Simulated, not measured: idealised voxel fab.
process module | voxel trench capacitor
cross-section cut | 265 nm wide | cells 5 nm
A cross-section is a grid of square cells, given in bands from the top down. A band is one or more rows of cells.
Each band's line starts with the height of the band's top and of its bottom, in nm. Then come its materials from left to right, each with its width in nm. One material with "throughout" fills the band from edge to edge. "air" is empty space.
Height 0 is the level under which the wafer as received is all one material. The lowest band goes on downwards, as in "0 down".
A width such as "30 to 40" changes by the same amount from each row of cells to the next, from the band's top row to its bottom row.
"no change" after a step means that no cell of the cross-section changed.
closed voids: empty space of 8 cells or more with no open way to the top, each as width x height at its distance from the left edge, in nm
after a step's settings: what the simulator itself notes on the step
overlay nm, on a step with a mask: how far to the right of its planned place the mask lay; to the left if negative
plan
1 op RECEIVE | material Si
2 op CONFORMAL_DEP | material SiN | thk nm 5
3 op DIRECTIONAL_DEP | material aC | thk nm 10
4 op PATTERN | tone open | mask id TRENCH | material resist | width nm 30 | pitch nm 60 | thk nm 30 | overlay nm 0
5 op DIRECTIONAL_ETCH | etch materials aC | depth nm 10
6 op STRIP | etch materials resist
7 op DIRECTIONAL_ETCH | etch materials SiN | depth nm 5
8 op DIRECTIONAL_ETCH | etch materials Si | depth nm 40
9 op STRIP | etch materials aC
10 op CONFORMAL_DEP | material HfO2 | thk nm 5
11 op CONFORMAL_DEP | material TiN | thk nm 5
12 op FILL_DEP | material W | thk nm 5
13 op CMP | height nm 5
first wafer, as planned
as received, after step 1
  0 down: Si throughout
  closed voids: none
after step 2
  5 to 0: SiN throughout
  below 0: unchanged
after step 3
  15 to 5: aC throughout
  below 5: unchanged
after step 4
  45 to 15: resist 85 | air 30 | resist 30 | air 30 | resist 90
  below 15: unchanged
after step 5
  35 to 15: resist 85 | air 30 | resist 30 | air 30 | resist 90
  15 to 5: aC 85 | air 30 | aC 30 | air 30 | aC 90
  below 5: unchanged
after step 6
  15 to 5: aC 85 | air 30 | aC 30 | air 30 | aC 90
  below 5: unchanged
after step 7
  15 to 5: aC 85 | air 30 | aC 30 | air 30 | aC 90
  5 to 0: SiN 85 | air 30 | SiN 30 | air 30 | SiN 90
  below 0: unchanged
after step 8
  15 to 5: aC 85 | air 30 | aC 30 | air 30 | aC 90
  5 to 0: SiN 85 | air 30 | SiN 30 | air 30 | SiN 90
  0 to -40: Si 85 | air 30 | Si 30 | air 30 | Si 90
  below -40: unchanged
after step 9
  5 to 0: SiN 85 | air 30 | SiN 30 | air 30 | SiN 90
  below 0: unchanged
after step 10
  10 to 5: HfO2 90 | air 20 | HfO2 40 | air 20 | HfO2 95
  5 to 0: SiN 85 | HfO2 5 | air 20 | HfO2 5 | SiN 30 | HfO2 5 | air 20 | HfO2 5 | SiN 90
  0 to -35: Si 85 | HfO2 5 | air 20 | HfO2 5 | Si 30 | HfO2 5 | air 20 | HfO2 5 | Si 90
  -35 to -40: Si 85 | HfO2 30 | Si 30 | HfO2 30 | Si 90
  below -40: unchanged
after step 11
  15 to 10: TiN 95 | air 10 | TiN 50 | air 10 | TiN 100
  10 to 5: HfO2 90 | TiN 5 | air 10 | TiN 5 | HfO2 40 | TiN 5 | air 10 | TiN 5 | HfO2 95
  5 to 0: SiN 85 | HfO2 5 | TiN 5 | air 10 | TiN 5 | HfO2 5 | SiN 30 | HfO2 5 | TiN 5 | air 10 | TiN 5 | HfO2 5 | SiN 90
  0 to -30: Si 85 | HfO2 5 | TiN 5 | air 10 | TiN 5 | HfO2 5 | Si 30 | HfO2 5 | TiN 5 | air 10 | TiN 5 | HfO2 5 | Si 90
  -30 to -35: Si 85 | HfO2 5 | TiN 20 | HfO2 5 | Si 30 | HfO2 5 | TiN 20 | HfO2 5 | Si 90
  below -35: unchanged
after step 12
  20 to 15: W throughout
  15 to 10: TiN 95 | W 10 | TiN 50 | W 10 | TiN 100
  10 to 5: HfO2 90 | TiN 5 | W 10 | TiN 5 | HfO2 40 | TiN 5 | W 10 | TiN 5 | HfO2 95
  5 to 0: SiN 85 | HfO2 5 | TiN 5 | W 10 | TiN 5 | HfO2 5 | SiN 30 | HfO2 5 | TiN 5 | W 10 | TiN 5 | HfO2 5 | SiN 90
  0 to -30: Si 85 | HfO2 5 | TiN 5 | W 10 | TiN 5 | HfO2 5 | Si 30 | HfO2 5 | TiN 5 | W 10 | TiN 5 | HfO2 5 | Si 90
  below -30: unchanged
after step 13
  5 to 0: SiN 85 | HfO2 5 | TiN 5 | W 10 | TiN 5 | HfO2 5 | SiN 30 | HfO2 5 | TiN 5 | W 10 | TiN 5 | HfO2 5 | SiN 90
  below 0: unchanged
second wafer: like start, like plan, one mistake. Through step 12 it matches the first wafer
when step 13 should have ended: no change
what went wrong: step 13 was left out
at the end the second wafer has, in cells: 45 more of HfO2 | 53 more of TiN | 61 more of W
